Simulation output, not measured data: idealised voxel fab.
A process module follows: voxel wiring stack.
This is section cut - it's 150 nm across, gridded in 5 nm square cells.
Cross-section, as written here: a square-cell grid given band by band from the top down, where a band holds one or more rows of cells.
Heights first: top, then bottom, in nm. Then materials, left to right, each with a width in nm. "throughout" on a single material: fills the band edge to edge. "empty": empty space.
Heights are measured from 0, the level below which the as-received wafer is all one material; the lowest band has no bottom and continues downward, written as in "top 0, no bottom".
Top row gets the first number, bottom row gets the second, and each row in between changes by the same step: that is how a band width like "30 to 40" works.
Step marked "nothing got changed"? Then no cell in the cross-section changed in it.
This entry, "Trapped void list", enumerates those empty regions of no fewer than 8 cells that possess no open connection to the top. Each region is reported in the form width x height at distance, the distance being taken from the left edge, with all three quantities expressed in nm.
Read whatever lies past the settings on a step's line as the simulator's own remark about the step.
The line of a step may include "overlay nm". On a step with a mask, this value is how far to the right of its planned place the mask lay. A negative value means the mask lay to the left.
The remainder of this document consists of a sequence of paired cross-sections. Each pair presents the cross-section prior to one process step together with the cross-section following it, the latter being rendered only as deep as the lowest band that underwent change. The intervening step, together with its settings, is stated beneath each pair. Because the pairs may originate from different runs of this module on the same starting wafer, a given pair is to be read as continuing from the preceding pair only where its entry headed "Pre-step view" so indicates.
Pre-step view:
  top 100, bottom 90: 35 of SiO2  5 of TiN  5 of Ru  5 of TiN  35 of SiO2  5 of TiN  5 of Ru  5 of TiN  50 of SiO2
  top 90, bottom 80: 35 of SiCN  15 to 30 of TiN  35 to 20 of SiCN  15 to 30 of TiN  50 to 35 of SiCN
  top 80, bottom 60: lowk throughout
  top 60, bottom 40: 35 of lowk  5 of TiN  5 of Cu  5 of TiN  100 of lowk
  top 40, bottom 35: 35 of SiCN  15 of TiN  100 of SiCN
  top 35, bottom 15: 30 of SiO2  5 of SiCN  30 of W  5 of SiCN  10 of SiO2  5 of SiCN  30 of W  5 of SiCN  30 of SiO2
  top 15, bottom 10: 35 of SiCN  30 of TiN  20 of SiCN  30 of TiN  35 of SiCN
  top 10, bottom 0: SiO2 throughout
  top 0, no bottom: Si throughout
  Trapped void list: none
Post-Step Snapshot:
  top 105, bottom 100: SiN throughout
  Everything under 100 stays put, no change at all.
  Trapped void list: none
What was done to get from the upper cross-section to the lower one? CONFORMAL_DEP, material SiN, thk nm 5
Pre-step view: it's just the after picture from the pair right above this one.
Post-Step Snapshot:
  top 130, bottom 105: SiO2 throughout
  Everything under 105 stays put, no change at all.
  Trapped void list: none
What was done to get from the upper cross-section to the lower one? DIRECTIONAL_DEP, material SiO2, thk nm 25
Pre-step view: it's just the after picture from the pair right above this one.
Post-Step Snapshot:
  top 150, bottom 130: 35 of resist  30 of empty  20 of resist  30 of empty  35 of resist
  Everything under 130 stays put, no change at all.
  Trapped void list: none
What was done to get from the upper cross-section to the lower one? PATTERN, tone open, mask id METAL_3, material resist, width nm 30, pitch nm 50, thk nm 20, overlay nm 0
Pre-step view: it's just the after picture from the pair right above this one.
Post-Step Snapshot:
  top 150, bottom 130: 35 of resist  30 of empty  20 of resist  30 of empty  35 of resist
  top 130, bottom 105: 35 of SiO2  30 of empty  20 of SiO2  30 of empty  35 of SiO2
  Everything under 105 stays put, no change at all.
  Trapped void list: none
What was done to get from the upper cross-section to the lower one? DIRECTIONAL_ETCH, etch materials SiO2, depth nm 25
Pre-step view: it's just the after picture from the pair right above this one.
Post-Step Snapshot:
  top 150, bottom 130: 35 of resist  30 of empty  20 of resist  30 of empty  35 of resist
  top 130, bottom 105: 35 of SiO2  30 of empty  20 of SiO2  30 of empty  35 of SiO2
  top 105, bottom 100: 35 of SiN  30 of empty  20 of SiN  30 of empty  35 of SiN
  Everything under 100 stays put, no change at all.
  Trapped void list: none
What was done to get from the upper cross-section to the lower one? DIRECTIONAL_ETCH, etch materials SiN, depth nm 5
Pre-step view: it's just the after picture from the pair right above this one.
Post-Step Snapshot:
  top 130, bottom 105: 35 of SiO2  30 of empty  20 of SiO2  30 of empty  35 of SiO2
  Everything under 105 stays put, no change at all.
  Trapped void list: none
What was done to get from the upper cross-section to the lower one? STRIP, etch materials resist
Pre-step view: it's just the after picture from the pair right above this one.
Post-Step Snapshot:
  top 135, bottom 130: 40 of TiN  20 of empty  30 of TiN  20 of empty  40 of TiN
  top 130, bottom 105: 35 of SiO2  5 of TiN  20 of empty  5 of TiN  20 of SiO2  5 of TiN  20 of empty  5 of TiN  35 of SiO2
  top 105, bottom 100: 35 of SiN  30 of TiN  20 of SiN  30 of TiN  35 of SiN
  Everything under 100 stays put, no change at all.
  Trapped void list: none
What was done to get from the upper cross-section to the lower one? CONFORMAL_DEP, material TiN, thk nm 5
Pre-step view: it's just the after picture from the pair right above this one.
Post-Step Snapshot:
  top 140, bottom 135: Cu throughout
  top 135, bottom 130: 40 of TiN  20 of Cu  30 of TiN  20 of Cu  40 of TiN
  top 130, bottom 105: 35 of SiO2  5 of TiN  20 of Cu  5 of TiN  20 of SiO2  5 of TiN  20 of Cu  5 of TiN  35 of SiO2
  Everything under 105 stays put, no change at all.
  Trapped void list: none
What was done to get from the upper cross-section to the lower one? FILL_DEP, material Cu, thk nm 5
Pre-step view: it's just the after picture from the pair right above this one.
Post-Step Snapshot:
  top 130, bottom 105: 35 of SiO2  5 of TiN  20 of Cu  5 of TiN  20 of SiO2  5 of TiN  20 of Cu  5 of TiN  35 of SiO2
  Everything under 105 stays put, no change at all.
  Trapped void list: none
What was done to get from the upper cross-section to the lower one? CMP, height nm 130
Pre-step view: it's just the after picture from the pair right above this one.
Post-Step Snapshot:
  top 135, bottom 130: SiCN throughout
  Everything under 130 stays put, no change at all.
  Trapped void list: none
What was done to get from the upper cross-section to the lower one? CONFORMAL_DEP, material SiCN, thk nm 5
Pre-step view:
  top 60, bottom 40: 35 of lowk  5 of TiN  5 of Cu  5 of TiN  100 of lowk
  top 40, bottom 35: 35 of SiCN  15 of TiN  100 of SiCN
  top 35, bottom 15: 30 of SiO2  5 of SiCN  30 of W  5 of SiCN  10 of SiO2  5 of SiCN  30 of W  5 of SiCN  30 of SiO2
  top 15, bottom 10: 35 of SiCN  30 of TiN  20 of SiCN  30 of TiN  35 of SiCN
  top 10, bottom 0: SiO2 throughout
  top 0, no bottom: Si throughout
  Trapped void list: none
Post-Step Snapshot:
  top 75, bottom 60: SiCN throughout
  Everything under 60 stays put, no change at all.
  Trapped void list: none
What was done to get from the upper cross-section to the lower one? CONFORMAL_DEP, material SiCN, thk nm 15
Pre-step view: it's just the after picture from the pair right above this one.
Post-Step Snapshot:
  top 95, bottom 75: lowk throughout
  Everything under 75 stays put, no change at all.
  Trapped void list: none
What was done to get from the upper cross-section to the lower one? DIRECTIONAL_DEP, material lowk, thk nm 20
Pre-step view: it's just the after picture from the pair right above this one.
Post-Step Snapshot:
  top 95, bottom 75: 35 of lowk  30 of empty  20 of lowk  30 of empty  35 of lowk
  Everything under 75 stays put, no change at all.
  Trapped void list: none
What was done to get from the upper cross-section to the lower one? MASKED_ETCH, tone open, mask id METAL_2, width nm 30, pitch nm 50, etch materials lowk, depth nm 20, overlay nm 0
Pre-step view: it's just the after picture from the pair right above this one.
Post-Step Snapshot:
  top 95, bottom 75: 35 of lowk  30 of empty  20 of lowk  30 of empty  35 of lowk
  top 75, bottom 70: 35 of SiCN  30 of empty  20 of SiCN  30 of empty  35 of SiCN
  Everything under 70 stays put, no change at all.
  Trapped void list: none
What was done to get from the upper cross-section to the lower one? MASKED_ETCH, tone open, mask id METAL_2, width nm 30, pitch nm 50, etch materials SiCN, depth nm 5, overlay nm 0
Pre-step view: it's just the after picture from the pair right above this one.
Post-Step Snapshot:
  top 100, bottom 95: 40 of TiN  20 of empty  30 of TiN  20 of empty  40 of TiN
  top 95, bottom 75: 35 of lowk  5 of TiN  20 of empty  5 of TiN  20 of lowk  5 of TiN  20 of empty  5 of TiN  35 of lowk
  top 75, bottom 70: 35 of SiCN  30 of TiN  20 of SiCN  30 of TiN  35 of SiCN
  Everything under 70 stays put, no change at all.
  Trapped void list: none
What was done to get from the upper cross-section to the lower one? CONFORMAL_DEP, material TiN, thk nm 5
Pre-step view: it's just the after picture from the pair right above this one.
Post-Step Snapshot:
  top 105, bottom 100: Ru throughout
  top 100, bottom 95: 40 of TiN  20 of Ru  30 of TiN  20 of Ru  40 of TiN
  top 95, bottom 75: 35 of lowk  5 of TiN  20 of Ru  5 of TiN  20 of lowk  5 of TiN  20 of Ru  5 of TiN  35 of lowk
  Everything under 75 stays put, no change at all.
  Trapped void list: none
What was done to get from the upper cross-section to the lower one? FILL_DEP, material Ru, thk nm 5
Pre-step view: it's just the after picture from the pair right above this one.
Post-Step Snapshot:
  top 85, bottom 75: 35 of lowk  5 of TiN  20 of Ru  5 of TiN  20 of lowk  5 of TiN  20 of Ru  5 of TiN  35 of lowk
  Everything under 75 stays put, no change at all.
  Trapped void list: none
What was done to get from the upper cross-section to the lower one? CMP, height nm 85
Pre-step view: it's just the after picture from the pair right above this one.
Post-Step Snapshot:
  top 90, bottom 85: SiCN throughout
  Everything under 85 stays put, no change at all.
  Trapped void list: none
What was done to get from the upper cross-section to the lower one? CONFORMAL_DEP, material SiCN, thk nm 5
Pre-step view: it's just the after picture from the pair right above this one.
Post-Step Snapshot:
  top 100, bottom 90: SiO2 throughout
  Everything under 90 stays put, no change at all.
  Trapped void list: none
What was done to get from the upper cross-section to the lower one? DIRECTIONAL_DEP, material SiO2, thk nm 10
Pre-step view: it's just the after picture from the pair right above this one.
Post-Step Snapshot:
  top 120, bottom 100: 35 of resist  15 of empty  35 of resist  15 of empty  50 of resist
  Everything under 100 stays put, no change at all.
  Trapped void list: none
What was done to get from the upper cross-section to the lower one? PATTERN, tone open, mask id PLUG_2, material resist, width nm 15, pitch nm 50, thk nm 20, overlay nm 0
Pre-step view: it's just the after picture from the pair right above this one.
Post-Step Snapshot:
  top 120, bottom 100: 35 of resist  15 of empty  35 of resist  15 of empty  50 of resist
  top 100, bottom 90: 35 of SiO2  15 of empty  35 of SiO2  15 of empty  50 of SiO2
  Everything under 90 stays put, no change at all.
  Trapped void list: none
What was done to get from the upper cross-section to the lower one? DIRECTIONAL_ETCH, etch materials SiO2, depth nm 10
Pre-step view: it's just the after picture from the pair right above this one.
Post-Step Snapshot:
  top 120, bottom 100: 35 of resist  15 of empty  35 of resist  15 of empty  50 of resist
  top 100, bottom 90: 35 of SiO2  15 of empty  35 of SiO2  15 of empty  50 of SiO2
  top 90, bottom 85: 35 of SiCN  15 of empty  35 of SiCN  15 of empty  50 of SiCN
  Everything under 85 stays put, no change at all.
  Trapped void list: none
What was done to get from the upper cross-section to the lower one? DIRECTIONAL_ETCH, etch materials SiCN, depth nm 5
Pre-step view: it's just the after picture from the pair right above this one.
Post-Step Snapshot:
  top 100, bottom 90: 35 of SiO2  15 of empty  35 of SiO2  15 of empty  50 of SiO2
  Everything under 90 stays put, no change at all.
  Trapped void list: none
What was done to get from the upper cross-section to the lower one? STRIP, etch materials resist
Pre-step view: it's just the after picture from the pair right above this one.
Post-Step Snapshot:
  top 105, bottom 100: 40 of TiN  5 of empty  45 of TiN  5 of empty  55 of TiN
  top 100, bottom 90: 35 of SiO2  5 of TiN  5 of empty  5 of TiN  35 of SiO2  5 of TiN  5 of empty  5 of TiN  50 of SiO2
  top 90, bottom 85: 35 of SiCN  15 of TiN  35 of SiCN  15 of TiN  50 of SiCN
  Everything under 85 stays put, no change at all.
  Trapped void list: none
What was done to get from the upper cross-section to the lower one? CONFORMAL_DEP, material TiN, thk nm 5
Pre-step view: it's just the after picture from the pair right above this one.
Post-Step Snapshot:
  top 115, bottom 105: Ru throughout
  top 105, bottom 100: 40 of TiN  5 of Ru  45 of TiN  5 of Ru  55 of TiN
  top 100, bottom 90: 35 of SiO2  5 of TiN  5 of Ru  5 of TiN  35 of SiO2  5 of TiN  5 of Ru  5 of TiN  50 of SiO2
  Everything under 90 stays put, no change at all.
  Trapped void list: none
What was done to get from the upper cross-section to the lower one? FILL_DEP, material Ru, thk nm 10
Pre-step view: it's just the after picture from the pair right above this one.
Post-Step Snapshot:
  top 100, bottom 90: 35 of SiO2  5 of TiN  5 of Ru  5 of TiN  35 of SiO2  5 of TiN  5 of Ru  5 of TiN  50 of SiO2
  Everything under 90 stays put, no change at all.
  Trapped void list: none
What was done to get from the upper cross-section to the lower one? CMP, height nm 100
Pre-step view: it's just the after picture from the pair right above this one.
Post-Step Snapshot:
  top 105, bottom 100: SiN throughout
  Everything under 100 stays put, no change at all.
  Trapped void list: none
What was done to get from the upper cross-section to the lower one? CONFORMAL_DEP, material SiN, thk nm 5
Pre-step view: it's just the after picture from the pair right above this one.
Post-Step Snapshot:
  top 130, bottom 105: SiO2 throughout
  Everything under 105 stays put, no change at all.
  Trapped void list: none
What was done to get from the upper cross-section to the lower one? DIRECTIONAL_DEP, material SiO2, thk nm 25
Pre-step view: it's just the after picture from the pair right above this one.
Post-Step Snapshot:
  top 150, bottom 130: 35 of resist  30 of empty  20 of resist  30 of empty  35 of resist
  Everything under 130 stays put, no change at all.
  Trapped void list: none
What was done to get from the upper cross-section to the lower one? PATTERN, tone open, mask id METAL_3, material resist, width nm 30, pitch nm 50, thk nm 20, overlay nm 0
Pre-step view: it's just the after picture from the pair right above this one.
Post-Step Snapshot:
  top 150, bottom 130: 35 of resist  30 of empty  20 of resist  30 of empty  35 of resist
  top 130, bottom 105: 35 of SiO2  30 of empty  20 of SiO2  30 of empty  35 of SiO2
  Everything under 105 stays put, no change at all.
  Trapped void list: none
What was done to get from the upper cross-section to the lower one? DIRECTIONAL_ETCH, etch materials SiO2, depth nm 25
Pre-step view: it's just the after picture from the pair right above this one.
Post-Step Snapshot:
  top 150, bottom 130: 35 of resist  30 of empty  20 of resist  30 of empty  35 of resist
  top 130, bottom 105: 35 of SiO2  30 of empty  20 of SiO2  30 of empty  35 of SiO2
  top 105, bottom 100: 35 of SiN  30 of empty  20 of SiN  30 of empty  35 of SiN
  Everything under 100 stays put, no change at all.
  Trapped void list: none
What was done to get from the upper cross-section to the lower one? DIRECTIONAL_ETCH, etch materials SiN, depth nm 5
Pre-step view: it's just the after picture from the pair right above this one.
Post-Step Snapshot:
  top 130, bottom 105: 35 of SiO2  30 of empty  20 of SiO2  30 of empty  35 of SiO2
  Everything under 105 stays put, no change at all.
  Trapped void list: none
What was done to get from the upper cross-section to the lower one? STRIP, etch materials resist
Pre-step view: it's just the after picture from the pair right above this one.
Post-Step Snapshot:
  top 135, bottom 130: 40 of TiN  20 of empty  30 of TiN  20 of empty  40 of TiN
  top 130, bottom 105: 35 of SiO2  5 of TiN  20 of empty  5 of TiN  20 of SiO2  5 of TiN  20 of empty  5 of TiN  35 of SiO2
  top 105, bottom 100: 35 of SiN  30 of TiN  20 of SiN  30 of TiN  35 of SiN
  Everything under 100 stays put, no change at all.
  Trapped void list: none
What was done to get from the upper cross-section to the lower one? CONFORMAL_DEP, material TiN, thk nm 5
Pre-step view: it's just the after picture from the pair right above this one.
Post-Step Snapshot:
  top 140, bottom 135: Cu throughout
  top 135, bottom 130: 40 of TiN  20 of Cu  30 of TiN  20 of Cu  40 of TiN
  top 130, bottom 105: 35 of SiO2  5 of TiN  20 of Cu  5 of TiN  20 of SiO2  5 of TiN  20 of Cu  5 of TiN  35 of SiO2
  Everything under 105 stays put, no change at all.
  Trapped void list: none
What was done to get from the upper cross-section to the lower one? FILL_DEP, material Cu, thk nm 5
Pre-step view: it's just the after picture from the pair right above this one.
Post-Step Snapshot:
  top 130, bottom 105: 35 of SiO2  5 of TiN  20 of Cu  5 of TiN  20 of SiO2  5 of TiN  20 of Cu  5 of TiN  35 of SiO2
  Everything under 105 stays put, no change at all.
  Trapped void list: none
What was done to get from the upper cross-section to the lower one? CMP, height nm 130
Pre-step view: it's just the after picture from the pair right above this one.
Post-Step Snapshot:
  top 135, bottom 130: SiCN throughout
  Everything under 130 stays put, no change at all.
  Trapped void list: none
What was done to get from the upper cross-section to the lower one? CONFORMAL_DEP, material SiCN, thk nm 5
Pre-step view:
  top 100, bottom 90: SiO2 throughout
  top 90, bottom 85: SiCN throughout
  top 85, bottom 65: 35 of lowk  5 of TiN  20 of Ru  5 of TiN  20 of lowk  5 of TiN  20 of Ru  5 of TiN  35 of lowk
  top 65, bottom 60: 35 of SiCN  30 of TiN  20 of SiCN  30 of TiN  35 of SiCN
  top 60, bottom 40: 35 of lowk  5 of TiN  5 of Cu  5 of TiN  100 of lowk
  top 40, bottom 35: 35 of SiCN  15 of TiN  100 of SiCN
  top 35, bottom 15: 30 of SiO2  5 of SiCN  30 of W  5 of SiCN  10 of SiO2  5 of SiCN  30 of W  5 of SiCN  30 of SiO2
  top 15, bottom 10: 35 of SiCN  30 of TiN  20 of SiCN  30 of TiN  35 of SiCN
  top 10, bottom 0: SiO2 throughout
  top 0, no bottom: Si throughout
  Trapped void list: none
Post-Step Snapshot:
  top 120, bottom 100: 35 of resist  20 of empty  30 of resist  20 of empty  45 of resist
  Everything under 100 stays put, no change at all.
  Trapped void list: none
What was done to get from the upper cross-section to the lower one? PATTERN, tone open, mask id PLUG_2, material resist, width nm 20, pitch nm 50, thk nm 20, overlay nm 0
Pre-step view: it's just the after picture from the pair right above this one.
Post-Step Snapshot:
  top 120, bottom 100: 35 of resist  20 of empty  30 of resist  20 of empty  45 of resist
  top 100, bottom 90: 35 of SiO2  20 of empty  30 of SiO2  20 of empty  45 of SiO2
  Everything under 90 stays put, no change at all.
  Trapped void list: none
What was done to get from the upper cross-section to the lower one? DIRECTIONAL_ETCH, etch materials SiO2, depth nm 10
Pre-step view: it's just the after picture from the pair right above this one.
Post-Step Snapshot:
  top 120, bottom 100: 35 of resist  20 of empty  30 of resist  20 of empty  45 of resist
  top 100, bottom 90: 35 of SiO2  20 of empty  30 of SiO2  20 of empty  45 of SiO2
  top 90, bottom 85: 35 of SiCN  20 of empty  30 of SiCN  20 of empty  45 of SiCN
  Everything under 85 stays put, no change at all.
  Trapped void list: none
What was done to get from the upper cross-section to the lower one? DIRECTIONAL_ETCH, etch materials SiCN, depth nm 5
Pre-step view: it's just the after picture from the pair right above this one.
Post-Step Snapshot:
  top 100, bottom 90: 35 of SiO2  20 of empty  30 of SiO2  20 of empty  45 of SiO2
  Everything under 90 stays put, no change at all.
  Trapped void list: none
What was done to get from the upper cross-section to the lower one? STRIP, etch materials resist
Pre-step view: it's just the after picture from the pair right above this one.
Post-Step Snapshot:
  top 105, bottom 100: 40 of TiN  10 of empty  40 of TiN  10 of empty  50 of TiN
  top 100, bottom 90: 35 of SiO2  5 of TiN  10 of empty  5 of TiN  30 of SiO2  5 of TiN  10 of empty  5 of TiN  45 of SiO2
  top 90, bottom 85: 35 of SiCN  20 of TiN  30 of SiCN  20 of TiN  45 of SiCN
  Everything under 85 stays put, no change at all.
  Trapped void list: none
What was done to get from the upper cross-section to the lower one? CONFORMAL_DEP, material TiN, thk nm 5
Pre-step view: it's just the after picture from the pair right above this one.
Post-Step Snapshot:
  top 115, bottom 105: Ru throughout
  top 105, bottom 100: 40 of TiN  10 of Ru  40 of TiN  10 of Ru  50 of TiN
  top 100, bottom 90: 35 of SiO2  5 of TiN  10 of Ru  5 of TiN  30 of SiO2  5 of TiN  10 of Ru  5 of TiN  45 of SiO2
  Everything under 90 stays put, no change at all.
  Trapped void list: none
What was done to get from the upper cross-section to the lower one? FILL_DEP, material Ru, thk nm 10
Pre-step view: it's just the after picture from the pair right above this one.
Post-Step Snapshot:
  top 100, bottom 90: 35 of SiO2  5 of TiN  10 of Ru  5 of TiN  30 of SiO2  5 of TiN  10 of Ru  5 of TiN  45 of SiO2
  Everything under 90 stays put, no change at all.
  Trapped void list: none
What was done to get from the upper cross-section to the lower one? CMP, height nm 100
Pre-step view: it's just the after picture from the pair right above this one.
Post-Step Snapshot:
  top 105, bottom 100: SiN throughout
  Everything under 100 stays put, no change at all.
  Trapped void list: none
What was done to get from the upper cross-section to the lower one? CONFORMAL_DEP, material SiN, thk nm 5
Pre-step view: it's just the after picture from the pair right above this one.
Post-Step Snapshot:
  top 130, bottom 105: SiO2 throughout
  Everything under 105 stays put, no change at all.
  Trapped void list: none
What was done to get from the upper cross-section to the lower one? DIRECTIONAL_DEP, material SiO2, thk nm 25
Pre-step view: it's just the after picture from the pair right above this one.
Post-Step Snapshot:
  top 150, bottom 130: 35 of resist  30 of empty  20 of resist  30 of empty  35 of resist
  Everything under 130 stays put, no change at all.
  Trapped void list: none
What was done to get from the upper cross-section to the lower one? PATTERN, tone open, mask id METAL_3, material resist, width nm 30, pitch nm 50, thk nm 20, overlay nm 0
Pre-step view: it's just the after picture from the pair right above this one.
Post-Step Snapshot:
  top 150, bottom 130: 35 of resist  30 of empty  20 of resist  30 of empty  35 of resist
  top 130, bottom 105: 35 of SiO2  30 of empty  20 of SiO2  30 of empty  35 of SiO2
  Everything under 105 stays put, no change at all.
  Trapped void list: none
What was done to get from the upper cross-section to the lower one? DIRECTIONAL_ETCH, etch materials SiO2, depth nm 25
Pre-step view: it's just the after picture from the pair right above this one.
Post-Step Snapshot:
  top 150, bottom 130: 35 of resist  30 of empty  20 of resist  30 of empty  35 of resist
  top 130, bottom 105: 35 of SiO2  30 of empty  20 of SiO2  30 of empty  35 of SiO2
  top 105, bottom 100: 35 of SiN  30 of empty  20 of SiN  30 of empty  35 of SiN
  Everything under 100 stays put, no change at all.
  Trapped void list: none
What was done to get from the upper cross-section to the lower one? DIRECTIONAL_ETCH, etch materials SiN, depth nm 5
Pre-step view: it's just the after picture from the pair right above this one.
Post-Step Snapshot:
  top 130, bottom 105: 35 of SiO2  30 of empty  20 of SiO2  30 of empty  35 of SiO2
  Everything under 105 stays put, no change at all.
  Trapped void list: none
What was done to get from the upper cross-section to the lower one? STRIP, etch materials resist
Pre-step view: it's just the after picture from the pair right above this one.
Post-Step Snapshot:
  top 135, bottom 130: 40 of TiN  20 of empty  30 of TiN  20 of empty  40 of TiN
  top 130, bottom 105: 35 of SiO2  5 of TiN  20 of empty  5 of TiN  20 of SiO2  5 of TiN  20 of empty  5 of TiN  35 of SiO2
  top 105, bottom 100: 35 of SiN  30 of TiN  20 of SiN  30 of TiN  35 of SiN
  Everything under 100 stays put, no change at all.
  Trapped void list: none
What was done to get from the upper cross-section to the lower one? CONFORMAL_DEP, material TiN, thk nm 5
Pre-step view: it's just the after picture from the pair right above this one.
Post-Step Snapshot:
  top 140, bottom 135: Cu throughout
  top 135, bottom 130: 40 of TiN  20 of Cu  30 of TiN  20 of Cu  40 of TiN
  top 130, bottom 105: 35 of SiO2  5 of TiN  20 of Cu  5 of TiN  20 of SiO2  5 of TiN  20 of Cu  5 of TiN  35 of SiO2
  Everything under 105 stays put, no change at all.
  Trapped void list: none
What was done to get from the upper cross-section to the lower one? FILL_DEP, material Cu, thk nm 5
Pre-step view: it's just the after picture from the pair right above this one.
Post-Step Snapshot:
  top 130, bottom 105: 35 of SiO2  5 of TiN  20 of Cu  5 of TiN  20 of SiO2  5 of TiN  20 of Cu  5 of TiN  35 of SiO2
  Everything under 105 stays put, no change at all.
  Trapped void list: none
What was done to get from the upper cross-section to the lower one? CMP, height nm 130
Pre-step view: it's just the after picture from the pair right above this one.
Post-Step Snapshot:
  top 135, bottom 130: SiCN throughout
  Everything under 130 stays put, no change at all.
  Trapped void list: none
What was done to get from the upper cross-section to the lower one? CONFORMAL_DEP, material SiCN, thk nm 5
Pre-step view:
  top 85, bottom 65: lowk throughout
  top 65, bottom 60: SiCN throughout
  top 60, bottom 40: 35 of lowk  5 of TiN  5 of Cu  5 of TiN  100 of lowk
  top 40, bottom 35: 35 of SiCN  15 of TiN  100 of SiCN
  top 35, bottom 15: 30 of SiO2  5 of SiCN  30 of W  5 of SiCN  10 of SiO2  5 of SiCN  30 of W  5 of SiCN  30 of SiO2
  top 15, bottom 10: 35 of SiCN  30 of TiN  20 of SiCN  30 of TiN  35 of SiCN
  top 10, bottom 0: SiO2 throughout
  top 0, no bottom: Si throughout
  Trapped void list: none
Post-Step Snapshot:
  top 85, bottom 65: 45 of lowk  30 of empty  20 of lowk  30 of empty  25 of lowk
  Everything under 65 stays put, no change at all.
  Trapped void list: none
What was done to get from the upper cross-section to the lower one? MASKED_ETCH, tone open, mask id METAL_2, width nm 30, pitch nm 50, etch materials lowk, depth nm 20, overlay nm 10
Pre-step view: it's just the after picture from the pair right above this one.
Post-Step Snapshot:
  top 85, bottom 65: 45 of lowk  30 of empty  20 of lowk  30 of empty  25 of lowk
  top 65, bottom 60: 45 of SiCN  20 of empty  30 of SiCN  20 of empty  35 of SiCN
  Everything under 60 stays put, no change at all.
  Trapped void list: none
What was done to get from the upper cross-section to the lower one? MASKED_ETCH, tone open, mask id METAL_2, width nm 30, pitch nm 50, etch materials SiCN, depth nm 5, overlay nm 0
Pre-step view: it's just the after picture from the pair right above this one.
Post-Step Snapshot:
  top 90, bottom 85: 50 of TiN  20 of empty  30 of TiN  20 of empty  30 of TiN
  top 85, bottom 70: 45 of lowk  5 of TiN  20 of empty  5 of TiN  20 of lowk  5 of TiN  20 of empty  5 of TiN  25 of lowk
  top 70, bottom 65: 45 of lowk  5 of TiN  10 of empty  15 of TiN  20 of lowk  5 of TiN  10 of empty  15 of TiN  25 of lowk
  top 65, bottom 60: 45 of SiCN  20 of TiN  30 of SiCN  20 of TiN  35 of SiCN
  Everything under 60 stays put, no change at all.
  Trapped void list: none
What was done to get from the upper cross-section to the lower one? CONFORMAL_DEP, material TiN, thk nm 5
Pre-step view: it's just the after picture from the pair right above this one.
Post-Step Snapshot:
  top 95, bottom 90: Ru throughout
  top 90, bottom 85: 50 of TiN  20 of Ru  30 of TiN  20 of Ru  30 of TiN
  top 85, bottom 70: 45 of lowk  5 of TiN  20 of Ru  5 of TiN  20 of lowk  5 of TiN  20 of Ru  5 of TiN  25 of lowk
  top 70, bottom 65: 45 of lowk  5 of TiN  10 of Ru  15 of TiN  20 of lowk  5 of TiN  10 of Ru  15 of TiN  25 of lowk
  Everything under 65 stays put, no change at all.
  Trapped void list: none
What was done to get from the upper cross-section to the lower one? FILL_DEP, material Ru, thk nm 5
Pre-step view: it's just the after picture from the pair right above this one.
Post-Step Snapshot:
  top 85, bottom 70: 45 of lowk  5 of TiN  20 of Ru  5 of TiN  20 of lowk  5 of TiN  20 of Ru  5 of TiN  25 of lowk
  Everything under 70 stays put, no change at all.
  Trapped void list: none
What was done to get from the upper cross-section to the lower one? CMP, height nm 85
Pre-step view: it's just the after picture from the pair right above this one.
Post-Step Snapshot:
  top 90, bottom 85: SiCN throughout
  Everything under 85 stays put, no change at all.
  Trapped void list: none
What was done to get from the upper cross-section to the lower one? CONFORMAL_DEP, material SiCN, thk nm 5
Pre-step view: it's just the after picture from the pair right above this one.
Post-Step Snapshot:
  top 100, bottom 90: SiO2 throughout
  Everything under 90 stays put, no change at all.
  Trapped void list: none
What was done to get from the upper cross-section to the lower one? DIRECTIONAL_DEP, material SiO2, thk nm 10
Pre-step view: it's just the after picture from the pair right above this one.
Post-Step Snapshot:
  top 120, bottom 100: 35 of resist  15 of empty  35 of resist  15 of empty  50 of resist
  Everything under 100 stays put, no change at all.
  Trapped void list: none
What was done to get from the upper cross-section to the lower one? PATTERN, tone open, mask id PLUG_2, material resist, width nm 15, pitch nm 50, thk nm 20, overlay nm 0
Pre-step view: it's just the after picture from the pair right above this one.
Post-Step Snapshot:
  top 120, bottom 100: 35 of resist  15 of empty  35 of resist  15 of empty  50 of resist
  top 100, bottom 90: 35 of SiO2  15 of empty  35 of SiO2  15 of empty  50 of SiO2
  Everything under 90 stays put, no change at all.
  Trapped void list: none
What was done to get from the upper cross-section to the lower one? DIRECTIONAL_ETCH, etch materials SiO2, depth nm 10
Pre-step view: it's just the after picture from the pair right above this one.
Post-Step Snapshot:
  top 120, bottom 100: 35 of resist  15 of empty  35 of resist  15 of empty  50 of resist
  top 100, bottom 90: 35 of SiO2  15 of empty  35 of SiO2  15 of empty  50 of SiO2
  top 90, bottom 85: 35 of SiCN  15 of empty  35 of SiCN  15 of empty  50 of SiCN
  Everything under 85 stays put, no change at all.
  Trapped void list: none
What was done to get from the upper cross-section to the lower one? DIRECTIONAL_ETCH, etch materials SiCN, depth nm 5
Pre-step view: it's just the after picture from the pair right above this one.
Post-Step Snapshot:
  top 100, bottom 90: 35 of SiO2  15 of empty  35 of SiO2  15 of empty  50 of SiO2
  Everything under 90 stays put, no change at all.
  Trapped void list: none
What was done to get from the upper cross-section to the lower one? STRIP, etch materials resist
Pre-step view: it's just the after picture from the pair right above this one.
Post-Step Snapshot:
  top 105, bottom 100: 40 of TiN  5 of empty  45 of TiN  5 of empty  55 of TiN
  top 100, bottom 90: 35 of SiO2  5 of TiN  5 of empty  5 of TiN  35 of SiO2  5 of TiN  5 of empty  5 of TiN  50 of SiO2
  top 90, bottom 85: 35 of SiCN  15 of TiN  35 of SiCN  15 of TiN  50 of SiCN
  Everything under 85 stays put, no change at all.
  Trapped void list: none
What was done to get from the upper cross-section to the lower one? CONFORMAL_DEP, material TiN, thk nm 5
Pre-step view: it's just the after picture from the pair right above this one.
Post-Step Snapshot:
  top 115, bottom 105: Ru throughout
  top 105, bottom 100: 40 of TiN  5 of Ru  45 of TiN  5 of Ru  55 of TiN
  top 100, bottom 90: 35 of SiO2  5 of TiN  5 of Ru  5 of TiN  35 of SiO2  5 of TiN  5 of Ru  5 of TiN  50 of SiO2
  Everything under 90 stays put, no change at all.
  Trapped void list: none
What was done to get from the upper cross-section to the lower one? FILL_DEP, material Ru, thk nm 10
Pre-step view: it's just the after picture from the pair right above this one.
Post-Step Snapshot:
  top 100, bottom 90: 35 of SiO2  5 of TiN  5 of Ru  5 of TiN  35 of SiO2  5 of TiN  5 of Ru  5 of TiN  50 of SiO2
  Everything under 90 stays put, no change at all.
  Trapped void list: none
What was done to get from the upper cross-section to the lower one? CMP, height nm 100
Pre-step view: it's just the after picture from the pair right above this one.
Post-Step Snapshot:
  top 105, bottom 100: SiN throughout
  Everything under 100 stays put, no change at all.
  Trapped void list: none
What was done to get from the upper cross-section to the lower one? CONFORMAL_DEP, material SiN, thk nm 5
Pre-step view: it's just the after picture from the pair right above this one.
Post-Step Snapshot:
  top 130, bottom 105: SiO2 throughout
  Everything under 105 stays put, no change at all.
  Trapped void list: none
What was done to get from the upper cross-section to the lower one? DIRECTIONAL_DEP, material SiO2, thk nm 25
